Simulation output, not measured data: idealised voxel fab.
voxel wiring stack: a process module
Shown is cross-section cut, with a width of 265 nm and square cells of size 5 nm.
Each cross-section below is a grid of square cells, stated as bands in top-down order, with one or more rows of cells making up each band. In this notation a band is specified by the heights of its top and bottom, in that order and in nm, after which its materials appear from left to right, each paired with its width in nm. The word "all across" attached to a single material means that material fills the band from edge to edge; the word "empty" stands for empty space. Measure heights from 0. That's the level where, below it, the as-received wafer is all one material. The lowest band is bottomless and extends downward; write it as in "z 0 and below". Width spec "30 to 40" -> top row of cells at first value, bottom row at second value, equal per-row change in between. Basically "no change occurred" means that step didn't change any cell in the cross-section. Enclosed voids (no open way to top), threshold 8 cells or more, entry "Encapsulated voids", notation width x height at distance, distance from left edge, nm. It should be noted that, on the line of a given step, the content following the step's settings is a remark produced by the simulator itself with respect to that step. The optional step-line setting "overlay nm" applies to steps with a mask and quantifies how far to the right of its planned location the mask lay, a negative value indicating leftward placement.
[Set out below are the planned steps of the process]
1,RECEIVE | material Si
2,CONFORMAL_DEP | material SiO2 | thk nm 15
3,DIRECTIONAL_DEP | material TiN | thk nm 5
4,DIRECTIONAL_DEP | material Ru | thk nm 25
5,MASKED_ETCH | tone cover | mask id METAL_1 | width nm 20 | pitch nm 35 | etch materials Ru | depth nm 25 | overlay nm 0
6,MASKED_ETCH | tone cover | mask id METAL_1 | width nm 20 | pitch nm 35 | etch materials TiN | depth nm 5 | overlay nm 0
7,CONFORMAL_DEP | material SiCN | thk nm 5
8,FILL_DEP | material lowk | thk nm 5
9,CMP | height nm 45
10,CONFORMAL_DEP | material SiCN | thk nm 5
11,DIRECTIONAL_DEP | material SiO2 | thk nm 30
12,MASKED_ETCH | tone open | mask id METAL_2 | width nm 20 | pitch nm 35 | etch materials SiO2 | depth nm 15 | overlay nm 0
13,DIRECTIONAL_DEP | material aC | thk nm 10
14,PATTERN | tone open | mask id METAL_2_HOLES | material resist | width nm 15 | pitch nm 70 | thk nm 25 | overlay nm 0
15,DIRECTIONAL_ETCH | etch materials aC | depth nm 10
16,STRIP | etch materials resist
17,DIRECTIONAL_ETCH | etch materials SiO2 | depth nm 15
18,DIRECTIONAL_ETCH | etch materials SiCN | depth nm 5
19,STRIP | etch materials aC
20,CONFORMAL_DEP | material TiN | thk nm 5
21,FILL_DEP | material Ru | thk nm 10
22,CMP | height nm 80
23,CONFORMAL_DEP | material SiCN | thk nm 5
24,DIRECTIONAL_DEP | material lowk | thk nm 15
25,MASKED_ETCH | tone open | mask id PLUG_2 | width nm 15 | pitch nm 35 | etch materials lowk | depth nm 15 | overlay nm 0
26,MASKED_ETCH | tone open | mask id PLUG_2 | width nm 15 | pitch nm 35 | etch materials SiCN | depth nm 5 | overlay nm 0
27,CONFORMAL_DEP | material TiN | thk nm 5
28,FILL_DEP | material Cu | thk nm 10
29,CMP | height nm 100
30,DIRECTIONAL_DEP | material TiN | thk nm 5
31,DIRECTIONAL_DEP | material W | thk nm 15
32,DIRECTIONAL_DEP | material aC | thk nm 15
33,PATTERN | tone cover | mask id METAL_3 | material resist | width nm 20 | pitch nm 35 | thk nm 35 | overlay nm 0
34,DIRECTIONAL_ETCH | etch materials aC | depth nm 15
35,STRIP | etch materials resist
36,DIRECTIONAL_ETCH | etch materials W | depth nm 15
37,DIRECTIONAL_ETCH | etch materials TiN | depth nm 5
38,STRIP | etch materials aC
39,CONFORMAL_DEP | material SiCN | thk nm 5
40,FILL_DEP | material SiO2 | thk nm 10
41,CMP | height nm 120
42,CONFORMAL_DEP | material SiN | thk nm 5
varied across the wafers: width nm of step 14. The plan shows the first wafer's value. All wafers start alike
[Received condition of the first of several wafers, sectioned: post-step 1]
	z 0 and below = Si all across
	Encapsulated voids: none
[At the end of the module, after its last step, step 42, the first of several wafers appears in cross-section as follows]
	z 125 to 120 = SiN all across
	z 120 to 105 = SiO2=80 / SiCN=5 / W=20 / SiCN=5 / SiO2=5 / SiCN=5 / W=20 / SiCN=5 / SiO2=5 / SiCN=5 / W=20 / SiCN=5 / SiO2=85
	z 105 to 100 = SiCN=85 / TiN=20 / SiCN=15 / TiN=20 / SiCN=15 / TiN=20 / SiCN=90
	z 100 to 85 = lowk=85 / TiN=5 / Cu=5 / TiN=5 / lowk=20 / TiN=5 / Cu=5 / TiN=5 / lowk=20 / TiN=5 / Cu=5 / TiN=5 / lowk=95
	z 85 to 80 = SiCN=85 / TiN=15 / SiCN=20 / TiN=15 / SiCN=20 / TiN=15 / SiCN=95
	z 80 to 70 = SiO2=85 / TiN=5 / Ru=10 / TiN=5 / SiO2=15 / TiN=5 / Ru=10 / TiN=5 / SiO2=15 / TiN=5 / Ru=10 / TiN=5 / SiO2=90
	z 70 to 65 = SiO2=85 / TiN=5 / Ru=5 / TiN=10 / SiO2=15 / TiN=20 / SiO2=15 / TiN=5 / Ru=5 / TiN=10 / SiO2=90
	z 65 to 50 = SiO2=85 / TiN=5 / Ru=5 / TiN=5 / SiO2=55 / TiN=5 / Ru=5 / TiN=5 / SiO2=95
	z 50 to 45 = SiCN=85 / TiN=15 / SiCN=55 / TiN=15 / SiCN=95
	z 45 to 20 = lowk=80 / SiCN=5 / Ru=20 / SiCN=5 / lowk=5 / SiCN=5 / Ru=20 / SiCN=5 / lowk=5 / SiCN=5 / Ru=20 / SiCN=5 / lowk=85
	z 20 to 15 = SiCN=85 / TiN=20 / SiCN=15 / TiN=20 / SiCN=15 / TiN=20 / SiCN=90
	z 15 to 0 = SiO2 all across
	z 0 and below = Si all across
	Encapsulated voids: none
[The module's end: a cross-section of the last wafer]
	z 125 to 120 = SiN all across
	z 120 to 105 = SiO2=80 / SiCN=5 / W=20 / SiCN=5 / SiO2=5 / SiCN=5 / W=20 / SiCN=5 / SiO2=5 / SiCN=5 / W=20 / SiCN=5 / SiO2=85
	z 105 to 100 = SiCN=85 / TiN=20 / SiCN=15 / TiN=20 / SiCN=15 / TiN=20 / SiCN=90
	z 100 to 85 = lowk=85 / TiN=5 / Cu=5 / TiN=5 / lowk=20 / TiN=5 / Cu=5 / TiN=5 / lowk=20 / TiN=5 / Cu=5 / TiN=5 / lowk=95
	z 85 to 80 = SiCN=85 / TiN=15 / SiCN=20 / TiN=15 / SiCN=20 / TiN=15 / SiCN=95
	z 80 to 70 = SiO2=80 / TiN=5 / Ru=20 / TiN=5 / SiO2=10 / TiN=5 / Ru=10 / TiN=5 / SiO2=10 / TiN=5 / Ru=20 / TiN=5 / SiO2=85
	z 70 to 65 = SiO2=80 / TiN=10 / Ru=10 / TiN=10 / SiO2=10 / TiN=20 / SiO2=10 / TiN=10 / Ru=10 / TiN=10 / SiO2=85
	z 65 to 50 = SiO2=85 / TiN=5 / Ru=10 / TiN=5 / SiO2=50 / TiN=5 / Ru=10 / TiN=5 / SiO2=90
	z 50 to 45 = SiCN=85 / TiN=20 / SiCN=50 / TiN=20 / SiCN=90
	z 45 to 20 = lowk=80 / SiCN=5 / Ru=20 / SiCN=5 / lowk=5 / SiCN=5 / Ru=20 / SiCN=5 / lowk=5 / SiCN=5 / Ru=20 / SiCN=5 / lowk=85
	z 20 to 15 = SiCN=85 / TiN=20 / SiCN=15 / TiN=20 / SiCN=15 / TiN=20 / SiCN=90
	z 15 to 0 = SiO2 all across
	z 0 and below = Si all across
	Encapsulated voids: none
[What follows is a table in which each wafer occupies a row; for the wafer as it stands at the close of the module, the row states, material by material, how many cells have been gained (+) or lost (-) since receipt, and then gives its closed voids]
width nm 15 | +9 Cu | +80 Ru | +221 SiCN | +53 SiN | +528 SiO2 | +91 TiN | +36 W | +307 lowk | Encapsulated voids: none
width nm 20 | +9 Cu | +88 Ru | +219 SiCN | +53 SiN | +522 SiO2 | +91 TiN | +36 W | +307 lowk | Encapsulated voids: none
width nm 25 | +9 Cu | +92 Ru | +219 SiCN | +53 SiN | +516 SiO2 | +93 TiN | +36 W | +307 lowk | Encapsulated voids: none
width nm 30 | +9 Cu | +96 Ru | +219 SiCN | +53 SiN | +510 SiO2 | +95 TiN | +36 W | +307 lowk | Encapsulated voids: none
